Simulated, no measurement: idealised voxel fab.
You're looking at the process module voxel quadruple lines.
Square cells of 5 nm make up the cross-section cut, whose width is 280 nm.
We lay out every cross-section as a grid of square cells and spell it out in bands from the top down, where one band means one or more rows of cells.
Top height, bottom height, nm. Materials left to right, width each, nm. Single material + "full width" = fills band edge to edge. "air" = empty.
Convention: height 0 is the level below which the wafer, as received, is all one material. The lowest band does not terminate at the bottom but continues downward, represented as "0..down".
Note: "30..40" means the width goes from the first number (top row of the band) to the second number (bottom row) in equal steps per row of cells.
What does "identical to before" mean for a step? It means no cell of the cross-section changed in that step.
"Closed cavities" lists enclosed empty spaces (at least 8 cells, no open path upward to the top), each as width x height at distance from the left edge, in nm.
On a step's line, text after the settings is the simulator commenting on that step.
"overlay nm", when on a step's line for a step with a mask, measures how far to the right of its planned place the mask lay; a negative measure means to the left.
Each pair of cross-sections that follows straddles one process step: the one shows the state before the step, the other the state after it, down to the lowest band that changed and no further. The step in question, and its settings, are given under the pair. Note that a pair is not necessarily a continuation of the pair above it, since pairs can come from different runs of this module on the same starting wafer; it is a continuation only where its entry headed "Before the step" says so.
Before the step
> 0..down  Si full width
> Closed cavities: none
Resultant Cross-Section
> 5..0  Al2O3 full width
> Below 0 it's all the same as before, nothing changed down there.
> Closed cavities: none
What was done to get from the before section above to the after section? CONFORMAL_DEP [material Al2O3] [thk nm 5]
Before the step: the cross-section after the pair above
Resultant Cross-Section
> 15..5  Ru full width
> Below 5 it's all the same as before, nothing changed down there.
> Closed cavities: none
What was done to get from the before section above to the after section? DIRECTIONAL_DEP [material Ru] [thk nm 10]
Before the step: the cross-section after the pair above
Resultant Cross-Section
> 35..15  polySi full width
> Below 15 it's all the same as before, nothing changed down there.
> Closed cavities: none
What was done to get from the before section above to the after section? DIRECTIONAL_DEP [material polySi] [thk nm 20]
Before the step: the cross-section after the pair above
Resultant Cross-Section
> 55..35  aC full width
> Below 35 it's all the same as before, nothing changed down there.
> Closed cavities: none
What was done to get from the before section above to the after section? DIRECTIONAL_DEP [material aC] [thk nm 20]
Before the step: the cross-section after the pair above
Resultant Cross-Section
> 80..55  130 of air | 20 of resist | 130 of air
> Below 55 it's all the same as before, nothing changed down there.
> Closed cavities: none
What was done to get from the before section above to the after section? PATTERN [tone cover] [mask id MANDREL] [material resist] [width nm 20] [thk nm 25] [overlay nm 0]
Before the step: the cross-section after the pair above
Resultant Cross-Section
> 60..55  130 of air | 20 of resist | 130 of air
> 55..35  130 of air | 20 of aC | 130 of air
> Below 35 it's all the same as before, nothing changed down there.
> Closed cavities: none
What was done to get from the before section above to the after section? DIRECTIONAL_ETCH [etch materials aC] [depth nm 20]
Before the step: the cross-section after the pair above
Resultant Cross-Section
> 55..35  130 of air | 20 of aC | 130 of air
> Below 35 it's all the same as before, nothing changed down there.
> Closed cavities: none
What was done to get from the before section above to the after section? STRIP [etch materials resist]
Before the step: the cross-section after the pair above
Resultant Cross-Section
> 65..55  120 of air | 40 of SiO2 | 120 of air
> 55..45  120 of air | 10 of SiO2 | 20 of aC | 10 of SiO2 | 120 of air
> 45..35  130 of SiO2 | 20 of aC | 130 of SiO2
> Below 35 it's all the same as before, nothing changed down there.
> Closed cavities: none
What was done to get from the before section above to the after section? CONFORMAL_DEP [material SiO2] [thk nm 10]
Before the step: the cross-section after the pair above
Resultant Cross-Section
> 55..35  120 of air | 10 of SiO2 | 20 of aC | 10 of SiO2 | 120 of air
> Below 35 it's all the same as before, nothing changed down there.
> Closed cavities: none
What was done to get from the before section above to the after section? DIRECTIONAL_ETCH [etch materials SiO2] [depth nm 10]
Before the step: the cross-section after the pair above
Resultant Cross-Section
> 55..35  120 of air | 10 of SiO2 | 20 of air | 10 of SiO2 | 120 of air
> Below 35 it's all the same as before, nothing changed down there.
> Closed cavities: none
What was done to get from the before section above to the after section? STRIP [etch materials aC]
Before the step: the cross-section after the pair above
Resultant Cross-Section
> 55..35  120 of air | 10 of SiO2 | 20 of air | 10 of SiO2 | 120 of air
> 35..15  120 of air | 10 of polySi | 20 of air | 10 of polySi | 120 of air
> Below 15 it's all the same as before, nothing changed down there.
> Closed cavities: none
What was done to get from the before section above to the after section? DIRECTIONAL_ETCH [etch materials polySi] [depth nm 20]
Before the step: the cross-section after the pair above
Resultant Cross-Section
> 35..15  120 of air | 10 of polySi | 20 of air | 10 of polySi | 120 of air
> Below 15 it's all the same as before, nothing changed down there.
> Closed cavities: none
What was done to get from the before section above to the after section? STRIP [etch materials SiO2]
Before the step: the cross-section after the pair above
Resultant Cross-Section
> 40..35  115 of air | 20 of SiCN | 10 of air | 20 of SiCN | 115 of air
> 35..20  115 of air | 5 of SiCN | 10 of polySi | 5 of SiCN | 10 of air | 5 of SiCN | 10 of polySi | 5 of SiCN | 115 of air
> 20..15  120 of SiCN | 10 of polySi | 20 of SiCN | 10 of polySi | 120 of SiCN
> Below 15 it's all the same as before, nothing changed down there.
> Closed cavities: none
What was done to get from the before section above to the after section? CONFORMAL_DEP [material SiCN] [thk nm 5]
Before the step: the cross-section after the pair above
Resultant Cross-Section
> 35..15  115 of air | 5 of SiCN | 10 of polySi | 5 of SiCN | 10 of air | 5 of SiCN | 10 of polySi | 5 of SiCN | 115 of air
> Below 15 it's all the same as before, nothing changed down there.
> Closed cavities: none
What was done to get from the before section above to the after section? DIRECTIONAL_ETCH [etch materials SiCN] [depth nm 5]
Before the step: the cross-section after the pair above
Resultant Cross-Section
> 35..15  115 of air | 5 of SiCN | 10 of air | 5 of SiCN | 10 of air | 5 of SiCN | 10 of air | 5 of SiCN | 115 of air
> Below 15 it's all the same as before, nothing changed down there.
> Closed cavities: none
What was done to get from the before section above to the after section? STRIP [etch materials polySi]
Before the step: the cross-section after the pair above
Resultant Cross-Section
> 35..15  115 of air | 5 of SiCN | 10 of air | 5 of SiCN | 10 of air | 5 of SiCN | 10 of air | 5 of SiCN | 115 of air
> 15..5  115 of air | 5 of Ru | 10 of air | 5 of Ru | 10 of air | 5 of Ru | 10 of air | 5 of Ru | 115 of air
> Below 5 it's all the same as before, nothing changed down there.
> Closed cavities: none
What was done to get from the before section above to the after section? DIRECTIONAL_ETCH [etch materials Ru] [depth nm 10]
Before the step: the cross-section after the pair above
Resultant Cross-Section
> 15..5  115 of air | 5 of Ru | 10 of air | 5 of Ru | 10 of air | 5 of Ru | 10 of air | 5 of Ru | 115 of air
> Below 5 it's all the same as before, nothing changed down there.
> Closed cavities: none
What was done to get from the before section above to the after section? STRIP [etch materials SiCN]
Before the step: the cross-section after the pair above
Resultant Cross-Section
> 25..15  lowk full width
> 15..5  115 of lowk | 5 of Ru | 10 of lowk | 5 of Ru | 10 of lowk | 5 of Ru | 10 of lowk | 5 of Ru | 115 of lowk
> Below 5 it's all the same as before, nothing changed down there.
> Closed cavities: none
What was done to get from the before section above to the after section? FILL_DEP [material lowk] [thk nm 10]
Before the step: the cross-section after the pair above
Resultant Cross-Section
> 15..5  115 of lowk | 5 of Ru | 10 of lowk | 5 of Ru | 10 of lowk | 5 of Ru | 10 of lowk | 5 of Ru | 115 of lowk
> Below 5 it's all the same as before, nothing changed down there.
> Closed cavities: none
What was done to get from the before section above to the after section? CMP [height nm 15]
Before the step
> 0..down  Si full width
> Closed cavities: none
Resultant Cross-Section
> 10..0  Ru full width
> Below 0 it's all the same as before, nothing changed down there.
> Closed cavities: none
What was done to get from the before section above to the after section? DIRECTIONAL_DEP [material Ru] [thk nm 10]
Before the step: the cross-section after the pair above
Resultant Cross-Section
> 30..10  polySi full width
> Below 10 it's all the same as before, nothing changed down there.
> Closed cavities: none
What was done to get from the before section above to the after section? DIRECTIONAL_DEP [material polySi] [thk nm 20]
Before the step: the cross-section after the pair above
Resultant Cross-Section
> 50..30  aC full width
> Below 30 it's all the same as before, nothing changed down there.
> Closed cavities: none
What was done to get from the before section above to the after section? DIRECTIONAL_DEP [material aC] [thk nm 20]
Before the step: the cross-section after the pair above
Resultant Cross-Section
> 75..50  130 of air | 20 of resist | 130 of air
> Below 50 it's all the same as before, nothing changed down there.
> Closed cavities: none
What was done to get from the before section above to the after section? PATTERN [tone cover] [mask id MANDREL] [material resist] [width nm 20] [thk nm 25] [overlay nm 0]
Before the step: the cross-section after the pair above
Resultant Cross-Section
> 55..50  130 of air | 20 of resist | 130 of air
> 50..30  130 of air | 20 of aC | 130 of air
> Below 30 it's all the same as before, nothing changed down there.
> Closed cavities: none
What was done to get from the before section above to the after section? DIRECTIONAL_ETCH [etch materials aC] [depth nm 20]
Before the step: the cross-section after the pair above
Resultant Cross-Section
> 50..30  130 of air | 20 of aC | 130 of air
> Below 30 it's all the same as before, nothing changed down there.
> Closed cavities: none
What was done to get from the before section above to the after section? STRIP [etch materials resist]
Before the step: the cross-section after the pair above
Resultant Cross-Section
> 60..50  120 of air | 40 of SiO2 | 120 of air
> 50..40  120 of air | 10 of SiO2 | 20 of aC | 10 of SiO2 | 120 of air
> 40..30  130 of SiO2 | 20 of aC | 130 of SiO2
> Below 30 it's all the same as before, nothing changed down there.
> Closed cavities: none
What was done to get from the before section above to the after section? CONFORMAL_DEP [material SiO2] [thk nm 10]
Before the step: the cross-section after the pair above
Resultant Cross-Section
> 50..30  120 of air | 10 of SiO2 | 20 of aC | 10 of SiO2 | 120 of air
> Below 30 it's all the same as before, nothing changed down there.
> Closed cavities: none
What was done to get from the before section above to the after section? DIRECTIONAL_ETCH [etch materials SiO2] [depth nm 10]
Before the step: the cross-section after the pair above
Resultant Cross-Section
> 50..30  120 of air | 10 of SiO2 | 20 of air | 10 of SiO2 | 120 of air
> Below 30 it's all the same as before, nothing changed down there.
> Closed cavities: none
What was done to get from the before section above to the after section? STRIP [etch materials aC]
Before the step: the cross-section after the pair above
Resultant Cross-Section
> 50..30  120 of air | 10 of SiO2 | 20 of air | 10 of SiO2 | 120 of air
> 30..10  120 of air | 10 of polySi | 20 of air | 10 of polySi | 120 of air
> Below 10 it's all the same as before, nothing changed down there.
> Closed cavities: none
What was done to get from the before section above to the after section? DIRECTIONAL_ETCH [etch materials polySi] [depth nm 20]
Before the step: the cross-section after the pair above
Resultant Cross-Section
> 30..10  120 of air | 10 of polySi | 20 of air | 10 of polySi | 120 of air
> Below 10 it's all the same as before, nothing changed down there.
> Closed cavities: none
What was done to get from the before section above to the after section? STRIP [etch materials SiO2]
Before the step: the cross-section after the pair above
Resultant Cross-Section
> 35..30  115 of air | 20 of SiCN | 10 of air | 20 of SiCN | 115 of air
> 30..15  115 of air | 5 of SiCN | 10 of polySi | 5 of SiCN | 10 of air | 5 of SiCN | 10 of polySi | 5 of SiCN | 115 of air
> 15..10  120 of SiCN | 10 of polySi | 20 of SiCN | 10 of polySi | 120 of SiCN
> Below 10 it's all the same as before, nothing changed down there.
> Closed cavities: none
What was done to get from the before section above to the after section? CONFORMAL_DEP [material SiCN] [thk nm 5]
Before the step: the cross-section after the pair above
Resultant Cross-Section
> 30..10  115 of air | 5 of SiCN | 10 of polySi | 5 of SiCN | 10 of air | 5 of SiCN | 10 of polySi | 5 of SiCN | 115 of air
> Below 10 it's all the same as before, nothing changed down there.
> Closed cavities: none
What was done to get from the before section above to the after section? DIRECTIONAL_ETCH [etch materials SiCN] [depth nm 5]
Before the step: the cross-section after the pair above
Resultant Cross-Section
> 30..10  115 of air | 5 of SiCN | 10 of air | 5 of SiCN | 10 of air | 5 of SiCN | 10 of air | 5 of SiCN | 115 of air
> Below 10 it's all the same as before, nothing changed down there.
> Closed cavities: none
What was done to get from the before section above to the after section? STRIP [etch materials polySi]
Before the step: the cross-section after the pair above
Resultant Cross-Section
> 30..10  115 of air | 5 of SiCN | 10 of air | 5 of SiCN | 10 of air | 5 of SiCN | 10 of air | 5 of SiCN | 115 of air
> 10..0  115 of air | 5 of Ru | 10 of air | 5 of Ru | 10 of air | 5 of Ru | 10 of air | 5 of Ru | 115 of air
> Below 0 it's all the same as before, nothing changed down there.
> Closed cavities: none
What was done to get from the before section above to the after section? DIRECTIONAL_ETCH [etch materials Ru] [depth nm 10]
Before the step: the cross-section after the pair above
Resultant Cross-Section
> 10..0  115 of air | 5 of Ru | 10 of air | 5 of Ru | 10 of air | 5 of Ru | 10 of air | 5 of Ru | 115 of air
> Below 0 it's all the same as before, nothing changed down there.
> Closed cavities: none
What was done to get from the before section above to the after section? STRIP [etch materials SiCN]
Before the step: the cross-section after the pair above
Resultant Cross-Section
> 20..10  lowk full width
> 10..0  115 of lowk | 5 of Ru | 10 of lowk | 5 of Ru | 10 of lowk | 5 of Ru | 10 of lowk | 5 of Ru | 115 of lowk
> Below 0 it's all the same as before, nothing changed down there.
> Closed cavities: none
What was done to get from the before section above to the after section? FILL_DEP [material lowk] [thk nm 10]
Before the step: the cross-section after the pair above
Resultant Cross-Section
> 15..10  lowk full width
> Below 10 it's all the same as before, nothing changed down there.
> Closed cavities: none
What was done to get from the before section above to the after section? CMP [height nm 15]
Before the step
> 5..0  Al2O3 full width
> 0..down  Si full width
> Closed cavities: none
Resultant Cross-Section
> 25..5  polySi full width
> Below 5 it's all the same as before, nothing changed down there.
> Closed cavities: none
What was done to get from the before section above to the after section? DIRECTIONAL_DEP [material polySi] [thk nm 20]
Before the step: the cross-section after the pair above
Resultant Cross-Section
> 35..25  Ru full width
> Below 25 it's all the same as before, nothing changed down there.
> Closed cavities: none
What was done to get from the before section above to the after section? DIRECTIONAL_DEP [material Ru] [thk nm 10]
Before the step: the cross-section after the pair above
Resultant Cross-Section
> 55..35  aC full width
> Below 35 it's all the same as before, nothing changed down there.
> Closed cavities: none
What was done to get from the before section above to the after section? DIRECTIONAL_DEP [material aC] [thk nm 20]
Before the step: the cross-section after the pair above
Resultant Cross-Section
> 80..55  130 of air | 20 of resist | 130 of air
> Below 55 it's all the same as before, nothing changed down there.
> Closed cavities: none
What was done to get from the before section above to the after section? PATTERN [tone cover] [mask id MANDREL] [material resist] [width nm 20] [thk nm 25] [overlay nm 0]
Before the step: the cross-section after the pair above
Resultant Cross-Section
> 60..55  130 of air | 20 of resist | 130 of air
> 55..35  130 of air | 20 of aC | 130 of air
> Below 35 it's all the same as before, nothing changed down there.
> Closed cavities: none
What was done to get from the before section above to the after section? DIRECTIONAL_ETCH [etch materials aC] [depth nm 20]
Before the step: the cross-section after the pair above
Resultant Cross-Section
> 55..35  130 of air | 20 of aC | 130 of air
> Below 35 it's all the same as before, nothing changed down there.
> Closed cavities: none
What was done to get from the before section above to the after section? STRIP [etch materials resist]
Before the step: the cross-section after the pair above
Resultant Cross-Section
> 65..55  120 of air | 40 of SiO2 | 120 of air
> 55..45  120 of air | 10 of SiO2 | 20 of aC | 10 of SiO2 | 120 of air
> 45..35  130 of SiO2 | 20 of aC | 130 of SiO2
> Below 35 it's all the same as before, nothing changed down there.
> Closed cavities: none
What was done to get from the before section above to the after section? CONFORMAL_DEP [material SiO2] [thk nm 10]
Before the step: the cross-section after the pair above
Resultant Cross-Section
> 55..35  120 of air | 10 of SiO2 | 20 of aC | 10 of SiO2 | 120 of air
> Below 35 it's all the same as before, nothing changed down there.
> Closed cavities: none
What was done to get from the before section above to the after section? DIRECTIONAL_ETCH [etch materials SiO2] [depth nm 10]
Before the step: the cross-section after the pair above
Resultant Cross-Section
> 55..35  120 of air | 10 of SiO2 | 20 of air | 10 of SiO2 | 120 of air
> Below 35 it's all the same as before, nothing changed down there.
> Closed cavities: none
What was done to get from the before section above to the after section? STRIP [etch materials aC]
Before the step: the cross-section after the pair above
Resultant Cross-Section
> 35..25  Ru full width
> Below 25 it's all the same as before, nothing changed down there.
> Closed cavities: none
What was done to get from the before section above to the after section? STRIP [etch materials SiO2]
Before the step: the cross-section after the pair above
Resultant Cross-Section
> 40..35  SiCN full width
> Below 35 it's all the same as before, nothing changed down there.
> Closed cavities: none
What was done to get from the before section above to the after section? CONFORMAL_DEP [material SiCN] [thk nm 5]
Before the step: the cross-section after the pair above
Resultant Cross-Section
> 35..25  Ru full width
> Below 25 it's all the same as before, nothing changed down there.
> Closed cavities: none
What was done to get from the before section above to the after section? DIRECTIONAL_ETCH [etch materials SiCN] [depth nm 5]
Before the step: the cross-section after the pair above
Resultant Cross-Section
> 25..5  polySi full width
> Below 5 it's all the same as before, nothing changed down there.
> Closed cavities: none
What was done to get from the before section above to the after section? DIRECTIONAL_ETCH [etch materials Ru] [depth nm 10]
Before the step: the cross-section after the pair above
Resultant Cross-Section
> 35..25  lowk full width
> Below 25 it's all the same as before, nothing changed down there.
> Closed cavities: none
What was done to get from the before section above to the after section? FILL_DEP [material lowk] [thk nm 10]
Before the step: the cross-section after the pair above
Resultant Cross-Section
> 15..5  polySi full width
> Below 5 it's all the same as before, nothing changed down there.
> Closed cavities: none
What was done to get from the before section above to the after section? CMP [height nm 15]
Before the step
> 5..0  Al2O3 full width
> 0..down  Si full width
> Closed cavities: none
Resultant Cross-Section
> 10..5  Ru full width
> Below 5 it's all the same as before, nothing changed down there.
> Closed cavities: none
What was done to get from the before section above to the after section? DIRECTIONAL_DEP [material Ru] [thk nm 5]
Before the step: the cross-section after the pair above
Resultant Cross-Section
> 30..10  polySi full width
> Below 10 it's all the same as before, nothing changed down there.
> Closed cavities: none
What was done to get from the before section above to the after section? DIRECTIONAL_DEP [material polySi] [thk nm 20]
Before the step: the cross-section after the pair above
Resultant Cross-Section
> 50..30  aC full width
> Below 30 it's all the same as before, nothing changed down there.
> Closed cavities: none
What was done to get from the before section above to the after section? DIRECTIONAL_DEP [material aC] [thk nm 20]
Before the step: the cross-section after the pair above
Resultant Cross-Section
> 75..50  130 of air | 20 of resist | 130 of air
> Below 50 it's all the same as before, nothing changed down there.
> Closed cavities: none
What was done to get from the before section above to the after section? PATTERN [tone cover] [mask id MANDREL] [material resist] [width nm 20] [thk nm 25] [overlay nm 0]
Before the step: the cross-section after the pair above
Resultant Cross-Section
> 55..50  130 of air | 20 of resist | 130 of air
> 50..30  130 of air | 20 of aC | 130 of air
> Below 30 it's all the same as before, nothing changed down there.
> Closed cavities: none
What was done to get from the before section above to the after section? DIRECTIONAL_ETCH [etch materials aC] [depth nm 20]
Before the step: the cross-section after the pair above
Resultant Cross-Section
> 50..30  130 of air | 20 of aC | 130 of air
> Below 30 it's all the same as before, nothing changed down there.
> Closed cavities: none
What was done to get from the before section above to the after section? STRIP [etch materials resist]
Before the step: the cross-section after the pair above
Resultant Cross-Section
> 60..50  120 of air | 40 of SiO2 | 120 of air
> 50..40  120 of air | 10 of SiO2 | 20 of aC | 10 of SiO2 | 120 of air
> 40..30  130 of SiO2 | 20 of aC | 130 of SiO2
> Below 30 it's all the same as before, nothing changed down there.
> Closed cavities: none
What was done to get from the before section above to the after section? CONFORMAL_DEP [material SiO2] [thk nm 10]
Before the step: the cross-section after the pair above
Resultant Cross-Section
> 50..30  120 of air | 10 of SiO2 | 20 of aC | 10 of SiO2 | 120 of air
> Below 30 it's all the same as before, nothing changed down there.
> Closed cavities: none
What was done to get from the before section above to the after section? DIRECTIONAL_ETCH [etch materials SiO2] [depth nm 10]
Before the step: the cross-section after the pair above
Resultant Cross-Section
> 50..30  120 of air | 10 of SiO2 | 20 of air | 10 of SiO2 | 120 of air
> Below 30 it's all the same as before, nothing changed down there.
> Closed cavities: none
What was done to get from the before section above to the after section? STRIP [etch materials aC]
Before the step: the cross-section after the pair above
Resultant Cross-Section
> 50..30  120 of air | 10 of SiO2 | 20 of air | 10 of SiO2 | 120 of air
> 30..10  120 of air | 10 of polySi | 20 of air | 10 of polySi | 120 of air
> Below 10 it's all the same as before, nothing changed down there.
> Closed cavities: none
What was done to get from the before section above to the after section? DIRECTIONAL_ETCH [etch materials polySi] [depth nm 20]
Before the step: the cross-section after the pair above
Resultant Cross-Section
> 30..10  120 of air | 10 of polySi | 20 of air | 10 of polySi | 120 of air
> Below 10 it's all the same as before, nothing changed down there.
> Closed cavities: none
What was done to get from the before section above to the after section? STRIP [etch materials SiO2]
Before the step: the cross-section after the pair above
Resultant Cross-Section
> 35..30  115 of air | 20 of SiCN | 10 of air | 20 of SiCN | 115 of air
> 30..15  115 of air | 5 of SiCN | 10 of polySi | 5 of SiCN | 10 of air | 5 of SiCN | 10 of polySi | 5 of SiCN | 115 of air
> 15..10  120 of SiCN | 10 of polySi | 20 of SiCN | 10 of polySi | 120 of SiCN
> Below 10 it's all the same as before, nothing changed down there.
> Closed cavities: none
What was done to get from the before section above to the after section? CONFORMAL_DEP [material SiCN] [thk nm 5]
Before the step: the cross-section after the pair above
Resultant Cross-Section
> 30..10  115 of air | 5 of SiCN | 10 of polySi | 5 of SiCN | 10 of air | 5 of SiCN | 10 of polySi | 5 of SiCN | 115 of air
> Below 10 it's all the same as before, nothing changed down there.
> Closed cavities: none
What was done to get from the before section above to the after section? DIRECTIONAL_ETCH [etch materials SiCN] [depth nm 5]
Before the step: the cross-section after the pair above
Resultant Cross-Section
> 30..10  115 of air | 5 of SiCN | 10 of air | 5 of SiCN | 10 of air | 5 of SiCN | 10 of air | 5 of SiCN | 115 of air
> Below 10 it's all the same as before, nothing changed down there.
> Closed cavities: none
What was done to get from the before section above to the after section? STRIP [etch materials polySi]
Before the step: the cross-section after the pair above
Resultant Cross-Section
> 30..10  115 of air | 5 of SiCN | 10 of air | 5 of SiCN | 10 of air | 5 of SiCN | 10 of air | 5 of SiCN | 115 of air
> 10..5  115 of air | 5 of Ru | 10 of air | 5 of Ru | 10 of air | 5 of Ru | 10 of air | 5 of Ru | 115 of air
> Below 5 it's all the same as before, nothing changed down there.
> Closed cavities: none
What was done to get from the before section above to the after section? DIRECTIONAL_ETCH [etch materials Ru] [depth nm 10]
Before the step: the cross-section after the pair above
Resultant Cross-Section
> 10..5  115 of air | 5 of Ru | 10 of air | 5 of Ru | 10 of air | 5 of Ru | 10 of air | 5 of Ru | 115 of air
> Below 5 it's all the same as before, nothing changed down there.
> Closed cavities: none
What was done to get from the before section above to the after section? STRIP [etch materials SiCN]
Before the step: the cross-section after the pair above
Resultant Cross-Section
> 20..10  lowk full width
> 10..5  115 of lowk | 5 of Ru | 10 of lowk | 5 of Ru | 10 of lowk | 5 of Ru | 10 of lowk | 5 of Ru | 115 of lowk
> Below 5 it's all the same as before, nothing changed down there.
> Closed cavities: none
What was done to get from the before section above to the after section? FILL_DEP [material lowk] [thk nm 10]
Before the step: the cross-section after the pair above
Resultant Cross-Section
> 15..10  lowk full width
> Below 10 it's all the same as before, nothing changed down there.
> Closed cavities: none
What was done to get from the before section above to the after section? CMP [height nm 15]
Before the step
> 55..35  aC full width
> 35..15  polySi full width
> 15..5  Ru full width
> 5..0  Al2O3 full width
> 0..down  Si full width
> Closed cavities: none
Resultant Cross-Section
> 80..55  135 of air | 15 of resist | 130 of air
> Below 55 it's all the same as before, nothing changed down there.
> Closed cavities: none
What was done to get from the before section above to the after section? PATTERN [tone cover] [mask id MANDREL] [material resist] [width nm 15] [thk nm 25] [overlay nm 0]
Before the step: the cross-section after the pair above
Resultant Cross-Section
> 60..55  135 of air | 15 of resist | 130 of air
> 55..35  135 of air | 15 of aC | 130 of air
> Below 35 it's all the same as before, nothing changed down there.
> Closed cavities: none
What was done to get from the before section above to the after section? DIRECTIONAL_ETCH [etch materials aC] [depth nm 20]
Before the step: the cross-section after the pair above
Resultant Cross-Section
> 55..35  135 of air | 15 of aC | 130 of air
> Below 35 it's all the same as before, nothing changed down there.
> Closed cavities: none
What was done to get from the before section above to the after section? STRIP [etch materials resist]
Before the step: the cross-section after the pair above
Resultant Cross-Section
> 65..55  125 of air | 35 of SiO2 | 120 of air
> 55..45  125 of air | 10 of SiO2 | 15 of aC | 10 of SiO2 | 120 of air
> 45..35  135 of SiO2 | 15 of aC | 130 of SiO2
> Below 35 it's all the same as before, nothing changed down there.
> Closed cavities: none
What was done to get from the before section above to the after section? CONFORMAL_DEP [material SiO2] [thk nm 10]
Before the step: the cross-section after the pair above
Resultant Cross-Section
> 55..35  125 of air | 10 of SiO2 | 15 of aC | 10 of SiO2 | 120 of air
> Below 35 it's all the same as before, nothing changed down there.
> Closed cavities: none
What was done to get from the before section above to the after section? DIRECTIONAL_ETCH [etch materials SiO2] [depth nm 10]
Before the step: the cross-section after the pair above
Resultant Cross-Section
> 55..35  125 of air | 10 of SiO2 | 15 of air | 10 of SiO2 | 120 of air
> Below 35 it's all the same as before, nothing changed down there.
> Closed cavities: none
What was done to get from the before section above to the after section? STRIP [etch materials aC]
Before the step: the cross-section after the pair above
Resultant Cross-Section
> 55..35  125 of air | 10 of SiO2 | 15 of air | 10 of SiO2 | 120 of air
> 35..15  125 of air | 10 of polySi | 15 of air | 10 of polySi | 120 of air
> Below 15 it's all the same as before, nothing changed down there.
> Closed cavities: none
What was done to get from the before section above to the after section? DIRECTIONAL_ETCH [etch materials polySi] [depth nm 20]
Before the step: the cross-section after the pair above
Resultant Cross-Section
> 35..15  125 of air | 10 of polySi | 15 of air | 10 of polySi | 120 of air
> Below 15 it's all the same as before, nothing changed down there.
> Closed cavities: none
What was done to get from the before section above to the after section? STRIP [etch materials SiO2]
Before the step: the cross-section after the pair above
Resultant Cross-Section
> 40..35  120 of air | 20 of SiCN | 5 of air | 20 of SiCN | 115 of air
> 35..20  120 of air | 5 of SiCN | 10 of polySi | 5 of SiCN | 5 of air | 5 of SiCN | 10 of polySi | 5 of SiCN | 115 of air
> 20..15  125 of SiCN | 10 of polySi | 15 of SiCN | 10 of polySi | 120 of SiCN
> Below 15 it's all the same as before, nothing changed down there.
> Closed cavities: none
What was done to get from the before section above to the after section? CONFORMAL_DEP [material SiCN] [thk nm 5]
Before the step: the cross-section after the pair above
Resultant Cross-Section
> 35..15  120 of air | 5 of SiCN | 10 of polySi | 5 of SiCN | 5 of air | 5 of SiCN | 10 of polySi | 5 of SiCN | 115 of air
> Below 15 it's all the same as before, nothing changed down there.
> Closed cavities: none
What was done to get from the before section above to the after section? DIRECTIONAL_ETCH [etch materials SiCN] [depth nm 5]
Before the step: the cross-section after the pair above
Resultant Cross-Section
> 35..15  120 of air | 5 of SiCN | 10 of air | 5 of SiCN | 5 of air | 5 of SiCN | 10 of air | 5 of SiCN | 115 of air
> Below 15 it's all the same as before, nothing changed down there.
> Closed cavities: none
What was done to get from the before section above to the after section? STRIP [etch materials polySi]
Before the step: the cross-section after the pair above
Resultant Cross-Section
> 35..15  120 of air | 5 of SiCN | 10 of air | 5 of SiCN | 5 of air | 5 of SiCN | 10 of air | 5 of SiCN | 115 of air
> 15..5  120 of air | 5 of Ru | 10 of air | 5 of Ru | 5 of air | 5 of Ru | 10 of air | 5 of Ru | 115 of air
> Below 5 it's all the same as before, nothing changed down there.
> Closed cavities: none
What was done to get from the before section above to the after section? DIRECTIONAL_ETCH [etch materials Ru] [depth nm 10]
Before the step: the cross-section after the pair above
Resultant Cross-Section
> 15..5  120 of air | 5 of Ru | 10 of air | 5 of Ru | 5 of air | 5 of Ru | 10 of air | 5 of Ru | 115 of air
> Below 5 it's all the same as before, nothing changed down there.
> Closed cavities: none
What was done to get from the before section above to the after section? STRIP [etch materials SiCN]
Before the step: the cross-section after the pair above
Resultant Cross-Section
> 25..15  lowk full width
> 15..5  120 of lowk | 5 of Ru | 10 of lowk | 5 of Ru | 5 of lowk | 5 of Ru | 10 of lowk | 5 of Ru | 115 of lowk
> Below 5 it's all the same as before, nothing changed down there.
> Closed cavities: none
What was done to get from the before section above to the after section? FILL_DEP [material lowk] [thk nm 10]
Before the step: the cross-section after the pair above
Resultant Cross-Section
> 15..5  120 of lowk | 5 of Ru | 10 of lowk | 5 of Ru | 5 of lowk | 5 of Ru | 10 of lowk | 5 of Ru | 115 of lowk
> Below 5 it's all the same as before, nothing changed down there.
> Closed cavities: none
What was done to get from the before section above to the after section? CMP [height nm 15]
Before the step
> 55..35  aC full width
> 35..15  polySi full width
> 15..5  Ru full width
> 5..0  Al2O3 full width
> 0..down  Si full width
> Closed cavities: none
Resultant Cross-Section
> 80..55  120 of air | 20 of resist | 140 of air
> Below 55 it's all the same as before, nothing changed down there.
> Closed cavities: none
What was done to get from the before section above to the after section? PATTERN [tone cover] [mask id MANDREL] [material resist] [width nm 20] [thk nm 25] [overlay nm -10]
Before the step: the cross-section after the pair above
Resultant Cross-Section
> 60..55  120 of air | 20 of resist | 140 of air
> 55..35  120 of air | 20 of aC | 140 of air
> Below 35 it's all the same as before, nothing changed down there.
> Closed cavities: none
What was done to get from the before section above to the after section? DIRECTIONAL_ETCH [etch materials aC] [depth nm 20]
Before the step: the cross-section after the pair above
Resultant Cross-Section
> 55..35  120 of air | 20 of aC | 140 of air
> Below 35 it's all the same as before, nothing changed down there.
> Closed cavities: none
What was done to get from the before section above to the after section? STRIP [etch materials resist]
Before the step: the cross-section after the pair above
Resultant Cross-Section
> 65..55  110 of air | 40 of SiO2 | 130 of air
> 55..45  110 of air | 10 of SiO2 | 20 of aC | 10 of SiO2 | 130 of air
> 45..35  120 of SiO2 | 20 of aC | 140 of SiO2
> Below 35 it's all the same as before, nothing changed down there.
> Closed cavities: none
What was done to get from the before section above to the after section? CONFORMAL_DEP [material SiO2] [thk nm 10]
Before the step: the cross-section after the pair above
Resultant Cross-Section
> 55..35  110 of air | 10 of SiO2 | 20 of aC | 10 of SiO2 | 130 of air
> Below 35 it's all the same as before, nothing changed down there.
> Closed cavities: none
What was done to get from the before section above to the after section? DIRECTIONAL_ETCH [etch materials SiO2] [depth nm 10]
Before the step: the cross-section after the pair above
Resultant Cross-Section
> 55..35  110 of air | 10 of SiO2 | 20 of air | 10 of SiO2 | 130 of air
> Below 35 it's all the same as before, nothing changed down there.
> Closed cavities: none
What was done to get from the before section above to the after section? STRIP [etch materials aC]
Before the step: the cross-section after the pair above
Resultant Cross-Section
> 55..35  110 of air | 10 of SiO2 | 20 of air | 10 of SiO2 | 130 of air
> 35..15  110 of air | 10 of polySi | 20 of air | 10 of polySi | 130 of air
> Below 15 it's all the same as before, nothing changed down there.
> Closed cavities: none
What was done to get from the before section above to the after section? DIRECTIONAL_ETCH [etch materials polySi] [depth nm 20]
Before the step: the cross-section after the pair above
Resultant Cross-Section
> 35..15  110 of air | 10 of polySi | 20 of air | 10 of polySi | 130 of air
> Below 15 it's all the same as before, nothing changed down there.
> Closed cavities: none
What was done to get from the before section above to the after section? STRIP [etch materials SiO2]
